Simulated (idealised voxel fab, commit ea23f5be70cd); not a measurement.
process module | voxel wiring stack
cross-section cut | 215 nm wide | cells 5 nm
A cross-section is a grid of square cells, given in bands from the top down. A band is one or more rows of cells.
Each band's line starts with the height of the band's top and of its bottom, in nm. Then come its materials from left to right, each with its width in nm. One material with "throughout" fills the band from edge to edge. "air" is empty space.
Height 0 is the level under which the wafer as received is all one material. The lowest band goes on downwards, as in "0 down".
A width such as "30 to 40" changes by the same amount from each row of cells to the next, from the band's top row to its bottom row.
"no change" after a step means that no cell of the cross-section changed.
closed voids: empty space of 8 cells or more with no open way to the top, each as width x height at its distance from the left edge, in nm
after a step's settings: what the simulator itself notes on the step
overlay nm, on a step with a mask: how far to the right of its planned place the mask lay; to the left if negative
plan
1 op RECEIVE | material Si
2 op CONFORMAL_DEP | material SiO2 | thk nm 15
3 op CONFORMAL_DEP | material SiCN | thk nm 5
4 op DIRECTIONAL_DEP | material SiO2 | thk nm 25
5 op PATTERN | tone open | mask id METAL_1 | material resist | width nm 20 | pitch nm 45 | thk nm 15 | overlay nm 0
6 op DIRECTIONAL_ETCH | etch materials SiO2 | depth nm 25
7 op DIRECTIONAL_ETCH | etch materials SiCN | depth nm 5
8 op STRIP | etch materials resist
9 op CONFORMAL_DEP | material TiN | thk nm 5
10 op FILL_DEP | material W | thk nm 10
11 op CMP | height nm 45
12 op CONFORMAL_DEP | material SiCN | thk nm 5
13 op DIRECTIONAL_DEP | material lowk | thk nm 10
14 op PATTERN | tone open | mask id PLUG_1 | material resist | width nm 15 | pitch nm 90 | thk nm 20 | overlay nm 0
15 op DIRECTIONAL_ETCH | etch materials lowk | depth nm 10
16 op DIRECTIONAL_ETCH | etch materials SiCN | depth nm 5
17 op STRIP | etch materials resist
18 op CONFORMAL_DEP | material TiN | thk nm 5
19 op FILL_DEP | material Cu | thk nm 5
20 op CMP | height nm 60
21 op CONFORMAL_DEP | material SiCN | thk nm 5
22 op DIRECTIONAL_DEP | material lowk | thk nm 20
23 op DIRECTIONAL_DEP | material aC | thk nm 15
24 op PATTERN | tone open | mask id METAL_2 | material resist | width nm 20 | pitch nm 45 | thk nm 30 | overlay nm 0
25 op DIRECTIONAL_ETCH | etch materials aC | depth nm 15
26 op STRIP | etch materials resist
27 op DIRECTIONAL_ETCH | etch materials lowk | depth nm 20
28 op DIRECTIONAL_ETCH | etch materials SiCN | depth nm 5
29 op STRIP | etch materials aC
30 op CONFORMAL_DEP | material TiN | thk nm 5
31 op FILL_DEP | material Ru | thk nm 10
32 op CMP | height nm 85
33 op CONFORMAL_DEP | material SiCN | thk nm 5
34 op DIRECTIONAL_DEP | material SiO2 | thk nm 30
35 op PATTERN | tone open | mask id METAL_3 | material resist | width nm 20 | pitch nm 45 | thk nm 20 | overlay nm 0
36 op DIRECTIONAL_ETCH | etch materials SiO2 | depth nm 20
37 op STRIP | etch materials resist
38 op MASKED_ETCH | tone open | mask id METAL_3_HOLES | width nm 15 | pitch nm 90 | etch materials SiO2 | depth nm 10 | overlay nm 0
39 op MASKED_ETCH | tone open | mask id METAL_3_HOLES | width nm 15 | pitch nm 90 | etch materials SiCN | depth nm 5 | overlay nm 0
40 op CONFORMAL_DEP | material TiN | thk nm 5
41 op FILL_DEP | material Cu | thk nm 5
42 op CMP | height nm 120
43 op CONFORMAL_DEP | material SiCN | thk nm 5
first wafer, as planned
as received, after step 1
  0 down: Si throughout
  closed voids: none
after step 2
  15 to 0: SiO2 throughout
  below 0: unchanged
after step 3
  20 to 15: SiCN throughout
  below 15: unchanged
after step 4
  45 to 20: SiO2 throughout
  below 20: unchanged
after step 5
  60 to 45: resist 50 | air 20 | resist 25 | air 20 | resist 25 | air 20 | resist 55
  below 45: unchanged
after step 6
  60 to 45: resist 50 | air 20 | resist 25 | air 20 | resist 25 | air 20 | resist 55
  45 to 20: SiO2 50 | air 20 | SiO2 25 | air 20 | SiO2 25 | air 20 | SiO2 55
  below 20: unchanged
after step 7
  60 to 45: resist 50 | air 20 | resist 25 | air 20 | resist 25 | air 20 | resist 55
  45 to 20: SiO2 50 | air 20 | SiO2 25 | air 20 | SiO2 25 | air 20 | SiO2 55
  20 to 15: SiCN 50 | air 20 | SiCN 25 | air 20 | SiCN 25 | air 20 | SiCN 55
  below 15: unchanged
after step 8
  45 to 20: SiO2 50 | air 20 | SiO2 25 | air 20 | SiO2 25 | air 20 | SiO2 55
  below 20: unchanged
after step 9
  50 to 45: TiN 55 | air 10 | TiN 35 | air 10 | TiN 35 | air 10 | TiN 60
  45 to 20: SiO2 50 | TiN 5 | air 10 | TiN 5 | SiO2 25 | TiN 5 | air 10 | TiN 5 | SiO2 25 | TiN 5 | air 10 | TiN 5 | SiO2 55
  20 to 15: SiCN 50 | TiN 20 | SiCN 25 | TiN 20 | SiCN 25 | TiN 20 | SiCN 55
  below 15: unchanged
after step 10
  60 to 50: W throughout
  50 to 45: TiN 55 | W 10 | TiN 35 | W 10 | TiN 35 | W 10 | TiN 60
  45 to 20: SiO2 50 | TiN 5 | W 10 | TiN 5 | SiO2 25 | TiN 5 | W 10 | TiN 5 | SiO2 25 | TiN 5 | W 10 | TiN 5 | SiO2 55
  below 20: unchanged
after step 11
  45 to 20: SiO2 50 | TiN 5 | W 10 | TiN 5 | SiO2 25 | TiN 5 | W 10 | TiN 5 | SiO2 25 | TiN 5 | W 10 | TiN 5 | SiO2 55
  below 20: unchanged
after step 12
  50 to 45: SiCN throughout
  below 45: unchanged
after step 13
  60 to 50: lowk throughout
  below 50: unchanged
after step 14
  80 to 60: resist 50 | air 15 | resist 75 | air 15 | resist 60
  below 60: unchanged
after step 15
  80 to 60: resist 50 | air 15 | resist 75 | air 15 | resist 60
  60 to 50: lowk 50 | air 15 | lowk 75 | air 15 | lowk 60
  below 50: unchanged
after step 16
  80 to 60: resist 50 | air 15 | resist 75 | air 15 | resist 60
  60 to 50: lowk 50 | air 15 | lowk 75 | air 15 | lowk 60
  50 to 45: SiCN 50 | air 15 | SiCN 75 | air 15 | SiCN 60
  below 45: unchanged
after step 17
  60 to 50: lowk 50 | air 15 | lowk 75 | air 15 | lowk 60
  below 50: unchanged
after step 18
  65 to 60: TiN 55 | air 5 | TiN 85 | air 5 | TiN 65
  60 to 50: lowk 50 | TiN 5 | air 5 | TiN 5 | lowk 75 | TiN 5 | air 5 | TiN 5 | lowk 60
  50 to 45: SiCN 50 | TiN 15 | SiCN 75 | TiN 15 | SiCN 60
  below 45: unchanged
after step 19
  70 to 65: Cu throughout
  65 to 60: TiN 55 | Cu 5 | TiN 85 | Cu 5 | TiN 65
  60 to 50: lowk 50 | TiN 5 | Cu 5 | TiN 5 | lowk 75 | TiN 5 | Cu 5 | TiN 5 | lowk 60
  below 50: unchanged
after step 20
  60 to 50: lowk 50 | TiN 5 | Cu 5 | TiN 5 | lowk 75 | TiN 5 | Cu 5 | TiN 5 | lowk 60
  below 50: unchanged
after step 21
  65 to 60: SiCN throughout
  below 60: unchanged
after step 22
  85 to 65: lowk throughout
  below 65: unchanged
after step 23
  100 to 85: aC throughout
  below 85: unchanged
after step 24
  130 to 100: resist 50 | air 20 | resist 25 | air 20 | resist 25 | air 20 | resist 55
  below 100: unchanged
after step 25
  115 to 100: resist 50 | air 20 | resist 25 | air 20 | resist 25 | air 20 | resist 55
  100 to 85: aC 50 | air 20 | aC 25 | air 20 | aC 25 | air 20 | aC 55
  below 85: unchanged
after step 26
  100 to 85: aC 50 | air 20 | aC 25 | air 20 | aC 25 | air 20 | aC 55
  below 85: unchanged
after step 27
  100 to 85: aC 50 | air 20 | aC 25 | air 20 | aC 25 | air 20 | aC 55
  85 to 65: lowk 50 | air 20 | lowk 25 | air 20 | lowk 25 | air 20 | lowk 55
  below 65: unchanged
after step 28
  100 to 85: aC 50 | air 20 | aC 25 | air 20 | aC 25 | air 20 | aC 55
  85 to 65: lowk 50 | air 20 | lowk 25 | air 20 | lowk 25 | air 20 | lowk 55
  65 to 60: SiCN 50 | air 20 | SiCN 25 | air 20 | SiCN 25 | air 20 | SiCN 55
  below 60: unchanged
after step 29
  85 to 65: lowk 50 | air 20 | lowk 25 | air 20 | lowk 25 | air 20 | lowk 55
  below 65: unchanged
after step 30
  90 to 85: TiN 55 | air 10 | TiN 35 | air 10 | TiN 35 | air 10 | TiN 60
  85 to 65: lowk 50 | TiN 5 | air 10 | TiN 5 | lowk 25 | TiN 5 | air 10 | TiN 5 | lowk 25 | TiN 5 | air 10 | TiN 5 | lowk 55
  65 to 60: SiCN 50 | TiN 20 | SiCN 25 | TiN 20 | SiCN 25 | TiN 20 | SiCN 55
  below 60: unchanged
after step 31
  100 to 90: Ru throughout
  90 to 85: TiN 55 | Ru 10 | TiN 35 | Ru 10 | TiN 35 | Ru 10 | TiN 60
  85 to 65: lowk 50 | TiN 5 | Ru 10 | TiN 5 | lowk 25 | TiN 5 | Ru 10 | TiN 5 | lowk 25 | TiN 5 | Ru 10 | TiN 5 | lowk 55
  below 65: unchanged
after step 32
  85 to 65: lowk 50 | TiN 5 | Ru 10 | TiN 5 | lowk 25 | TiN 5 | Ru 10 | TiN 5 | lowk 25 | TiN 5 | Ru 10 | TiN 5 | lowk 55
  below 65: unchanged
after step 33
  90 to 85: SiCN throughout
  below 85: unchanged
after step 34
  120 to 90: SiO2 throughout
  below 90: unchanged
after step 35
  140 to 120: resist 50 | air 20 | resist 25 | air 20 | resist 25 | air 20 | resist 55
  below 120: unchanged
after step 36
  140 to 120: resist 50 | air 20 | resist 25 | air 20 | resist 25 | air 20 | resist 55
  120 to 100: SiO2 50 | air 20 | SiO2 25 | air 20 | SiO2 25 | air 20 | SiO2 55
  below 100: unchanged
after step 37
  120 to 100: SiO2 50 | air 20 | SiO2 25 | air 20 | SiO2 25 | air 20 | SiO2 55
  below 100: unchanged
after step 38
  120 to 100: SiO2 50 | air 20 | SiO2 25 | air 20 | SiO2 25 | air 20 | SiO2 55
  100 to 90: SiO2 50 | air 15 | SiO2 75 | air 15 | SiO2 60
  below 90: unchanged
after step 39
  120 to 100: SiO2 50 | air 20 | SiO2 25 | air 20 | SiO2 25 | air 20 | SiO2 55
  100 to 90: SiO2 50 | air 15 | SiO2 75 | air 15 | SiO2 60
  90 to 85: SiCN 50 | air 15 | SiCN 75 | air 15 | SiCN 60
  below 85: unchanged
after step 40
  125 to 120: TiN 55 | air 10 | TiN 35 | air 10 | TiN 35 | air 10 | TiN 60
  120 to 105: SiO2 50 | TiN 5 | air 10 | TiN 5 | SiO2 25 | TiN 5 | air 10 | TiN 5 | SiO2 25 | TiN 5 | air 10 | TiN 5 | SiO2 55
  105 to 100: SiO2 50 | TiN 5 | air 5 | TiN 10 | SiO2 25 | TiN 20 | SiO2 25 | TiN 5 | air 5 | TiN 10 | SiO2 55
  100 to 90: SiO2 50 | TiN 5 | air 5 | TiN 5 | SiO2 75 | TiN 5 | air 5 | TiN 5 | SiO2 60
  90 to 85: SiCN 50 | TiN 15 | SiCN 75 | TiN 15 | SiCN 60
  below 85: unchanged
after step 41
  130 to 125: Cu throughout
  125 to 120: TiN 55 | Cu 10 | TiN 35 | Cu 10 | TiN 35 | Cu 10 | TiN 60
  120 to 105: SiO2 50 | TiN 5 | Cu 10 | TiN 5 | SiO2 25 | TiN 5 | Cu 10 | TiN 5 | SiO2 25 | TiN 5 | Cu 10 | TiN 5 | SiO2 55
  105 to 100: SiO2 50 | TiN 5 | Cu 5 | TiN 10 | SiO2 25 | TiN 20 | SiO2 25 | TiN 5 | Cu 5 | TiN 10 | SiO2 55
  100 to 90: SiO2 50 | TiN 5 | Cu 5 | TiN 5 | SiO2 75 | TiN 5 | Cu 5 | TiN 5 | SiO2 60
  below 90: unchanged
after step 42
  120 to 105: SiO2 50 | TiN 5 | Cu 10 | TiN 5 | SiO2 25 | TiN 5 | Cu 10 | TiN 5 | SiO2 25 | TiN 5 | Cu 10 | TiN 5 | SiO2 55
  below 105: unchanged
after step 43
  125 to 120: SiCN throughout
  below 120: unchanged
second wafer: like start, like plan, one mistake. Through step 1 it matches the first wafer
when step 2 should have ended
  5 to 0: SiCN throughout
  below 0: unchanged
when step 3 should have ended
  20 to 5: SiO2 throughout
  below 5: unchanged
when step 4 should have ended
  45 to 5: SiO2 throughout
  below 5: unchanged
when step 5 should have ended
  60 to 45: resist 50 | air 20 | resist 25 | air 20 | resist 25 | air 20 | resist 55
  below 45: unchanged
when step 6 should have ended
  60 to 45: resist 50 | air 20 | resist 25 | air 20 | resist 25 | air 20 | resist 55
  45 to 20: SiO2 50 | air 20 | SiO2 25 | air 20 | SiO2 25 | air 20 | SiO2 55
  below 20: unchanged
when step 7 should have ended: no change
when step 8 should have ended
  45 to 20: SiO2 50 | air 20 | SiO2 25 | air 20 | SiO2 25 | air 20 | SiO2 55
  below 20: unchanged
when step 9 should have ended
  50 to 45: TiN 55 | air 10 | TiN 35 | air 10 | TiN 35 | air 10 | TiN 60
  45 to 25: SiO2 50 | TiN 5 | air 10 | TiN 5 | SiO2 25 | TiN 5 | air 10 | TiN 5 | SiO2 25 | TiN 5 | air 10 | TiN 5 | SiO2 55
  25 to 20: SiO2 50 | TiN 20 | SiO2 25 | TiN 20 | SiO2 25 | TiN 20 | SiO2 55
  below 20: unchanged
when step 10 should have ended
  60 to 50: W throughout
  50 to 45: TiN 55 | W 10 | TiN 35 | W 10 | TiN 35 | W 10 | TiN 60
  45 to 25: SiO2 50 | TiN 5 | W 10 | TiN 5 | SiO2 25 | TiN 5 | W 10 | TiN 5 | SiO2 25 | TiN 5 | W 10 | TiN 5 | SiO2 55
  below 25: unchanged
when step 11 should have ended
  45 to 25: SiO2 50 | TiN 5 | W 10 | TiN 5 | SiO2 25 | TiN 5 | W 10 | TiN 5 | SiO2 25 | TiN 5 | W 10 | TiN 5 | SiO2 55
  below 25: unchanged
when step 12 should have ended
  50 to 45: SiCN throughout
  below 45: unchanged
when step 13 should have ended
  60 to 50: lowk throughout
  below 50: unchanged
when step 14 should have ended
  80 to 60: resist 50 | air 15 | resist 75 | air 15 | resist 60
  below 60: unchanged
when step 15 should have ended
  80 to 60: resist 50 | air 15 | resist 75 | air 15 | resist 60
  60 to 50: lowk 50 | air 15 | lowk 75 | air 15 | lowk 60
  below 50: unchanged
when step 16 should have ended
  80 to 60: resist 50 | air 15 | resist 75 | air 15 | resist 60
  60 to 50: lowk 50 | air 15 | lowk 75 | air 15 | lowk 60
  50 to 45: SiCN 50 | air 15 | SiCN 75 | air 15 | SiCN 60
  below 45: unchanged
when step 17 should have ended
  60 to 50: lowk 50 | air 15 | lowk 75 | air 15 | lowk 60
  below 50: unchanged
when step 18 should have ended
  65 to 60: TiN 55 | air 5 | TiN 85 | air 5 | TiN 65
  60 to 50: lowk 50 | TiN 5 | air 5 | TiN 5 | lowk 75 | TiN 5 | air 5 | TiN 5 | lowk 60
  50 to 45: SiCN 50 | TiN 15 | SiCN 75 | TiN 15 | SiCN 60
  below 45: unchanged
when step 19 should have ended
  70 to 65: Cu throughout
  65 to 60: TiN 55 | Cu 5 | TiN 85 | Cu 5 | TiN 65
  60 to 50: lowk 50 | TiN 5 | Cu 5 | TiN 5 | lowk 75 | TiN 5 | Cu 5 | TiN 5 | lowk 60
  below 50: unchanged
when step 20 should have ended
  60 to 50: lowk 50 | TiN 5 | Cu 5 | TiN 5 | lowk 75 | TiN 5 | Cu 5 | TiN 5 | lowk 60
  below 50: unchanged
when step 21 should have ended
  65 to 60: SiCN throughout
  below 60: unchanged
when step 22 should have ended
  85 to 65: lowk throughout
  below 65: unchanged
when step 23 should have ended
  100 to 85: aC throughout
  below 85: unchanged
when step 24 should have ended
  130 to 100: resist 50 | air 20 | resist 25 | air 20 | resist 25 | air 20 | resist 55
  below 100: unchanged
when step 25 should have ended
  115 to 100: resist 50 | air 20 | resist 25 | air 20 | resist 25 | air 20 | resist 55
  100 to 85: aC 50 | air 20 | aC 25 | air 20 | aC 25 | air 20 | aC 55
  below 85: unchanged
when step 26 should have ended
  100 to 85: aC 50 | air 20 | aC 25 | air 20 | aC 25 | air 20 | aC 55
  below 85: unchanged
when step 27 should have ended
  100 to 85: aC 50 | air 20 | aC 25 | air 20 | aC 25 | air 20 | aC 55
  85 to 65: lowk 50 | air 20 | lowk 25 | air 20 | lowk 25 | air 20 | lowk 55
  below 65: unchanged
when step 28 should have ended
  100 to 85: aC 50 | air 20 | aC 25 | air 20 | aC 25 | air 20 | aC 55
  85 to 65: lowk 50 | air 20 | lowk 25 | air 20 | lowk 25 | air 20 | lowk 55
  65 to 60: SiCN 50 | air 20 | SiCN 25 | air 20 | SiCN 25 | air 20 | SiCN 55
  below 60: unchanged
when step 29 should have ended
  85 to 65: lowk 50 | air 20 | lowk 25 | air 20 | lowk 25 | air 20 | lowk 55
  below 65: unchanged
when step 30 should have ended
  90 to 85: TiN 55 | air 10 | TiN 35 | air 10 | TiN 35 | air 10 | TiN 60
  85 to 65: lowk 50 | TiN 5 | air 10 | TiN 5 | lowk 25 | TiN 5 | air 10 | TiN 5 | lowk 25 | TiN 5 | air 10 | TiN 5 | lowk 55
  65 to 60: SiCN 50 | TiN 20 | SiCN 25 | TiN 20 | SiCN 25 | TiN 20 | SiCN 55
  below 60: unchanged
when step 31 should have ended
  100 to 90: Ru throughout
  90 to 85: TiN 55 | Ru 10 | TiN 35 | Ru 10 | TiN 35 | Ru 10 | TiN 60
  85 to 65: lowk 50 | TiN 5 | Ru 10 | TiN 5 | lowk 25 | TiN 5 | Ru 10 | TiN 5 | lowk 25 | TiN 5 | Ru 10 | TiN 5 | lowk 55
  below 65: unchanged
when step 32 should have ended
  85 to 65: lowk 50 | TiN 5 | Ru 10 | TiN 5 | lowk 25 | TiN 5 | Ru 10 | TiN 5 | lowk 25 | TiN 5 | Ru 10 | TiN 5 | lowk 55
  below 65: unchanged
when step 33 should have ended
  90 to 85: SiCN throughout
  below 85: unchanged
when step 34 should have ended
  120 to 90: SiO2 throughout
  below 90: unchanged
when step 35 should have ended
  140 to 120: resist 50 | air 20 | resist 25 | air 20 | resist 25 | air 20 | resist 55
  below 120: unchanged
when step 36 should have ended
  140 to 120: resist 50 | air 20 | resist 25 | air 20 | resist 25 | air 20 | resist 55
  120 to 100: SiO2 50 | air 20 | SiO2 25 | air 20 | SiO2 25 | air 20 | SiO2 55
  below 100: unchanged
when step 37 should have ended
  120 to 100: SiO2 50 | air 20 | SiO2 25 | air 20 | SiO2 25 | air 20 | SiO2 55
  below 100: unchanged
when step 38 should have ended
  120 to 100: SiO2 50 | air 20 | SiO2 25 | air 20 | SiO2 25 | air 20 | SiO2 55
  100 to 90: SiO2 50 | air 15 | SiO2 75 | air 15 | SiO2 60
  below 90: unchanged
when step 39 should have ended
  120 to 100: SiO2 50 | air 20 | SiO2 25 | air 20 | SiO2 25 | air 20 | SiO2 55
  100 to 90: SiO2 50 | air 15 | SiO2 75 | air 15 | SiO2 60
  90 to 85: SiCN 50 | air 15 | SiCN 75 | air 15 | SiCN 60
  below 85: unchanged
when step 40 should have ended
  125 to 120: TiN 55 | air 10 | TiN 35 | air 10 | TiN 35 | air 10 | TiN 60
  120 to 105: SiO2 50 | TiN 5 | air 10 | TiN 5 | SiO2 25 | TiN 5 | air 10 | TiN 5 | SiO2 25 | TiN 5 | air 10 | TiN 5 | SiO2 55
  105 to 100: SiO2 50 | TiN 5 | air 5 | TiN 10 | SiO2 25 | TiN 20 | SiO2 25 | TiN 5 | air 5 | TiN 10 | SiO2 55
  100 to 90: SiO2 50 | TiN 5 | air 5 | TiN 5 | SiO2 75 | TiN 5 | air 5 | TiN 5 | SiO2 60
  90 to 85: SiCN 50 | TiN 15 | SiCN 75 | TiN 15 | SiCN 60
  below 85: unchanged
when step 41 should have ended
  130 to 125: Cu throughout
  125 to 120: TiN 55 | Cu 10 | TiN 35 | Cu 10 | TiN 35 | Cu 10 | TiN 60
  120 to 105: SiO2 50 | TiN 5 | Cu 10 | TiN 5 | SiO2 25 | TiN 5 | Cu 10 | TiN 5 | SiO2 25 | TiN 5 | Cu 10 | TiN 5 | SiO2 55
  105 to 100: SiO2 50 | TiN 5 | Cu 5 | TiN 10 | SiO2 25 | TiN 20 | SiO2 25 | TiN 5 | Cu 5 | TiN 10 | SiO2 55
  100 to 90: SiO2 50 | TiN 5 | Cu 5 | TiN 5 | SiO2 75 | TiN 5 | Cu 5 | TiN 5 | SiO2 60
  below 90: unchanged
when step 42 should have ended
  120 to 105: SiO2 50 | TiN 5 | Cu 10 | TiN 5 | SiO2 25 | TiN 5 | Cu 10 | TiN 5 | SiO2 25 | TiN 5 | Cu 10 | TiN 5 | SiO2 55
  below 105: unchanged
when step 43 should have ended
  125 to 120: SiCN throughout
  below 120: unchanged
what went wrong: steps 2 and 3 were swapped
at the end the second wafer has, in cells: 12 more of SiCN | 6 fewer of TiN | 6 fewer of W
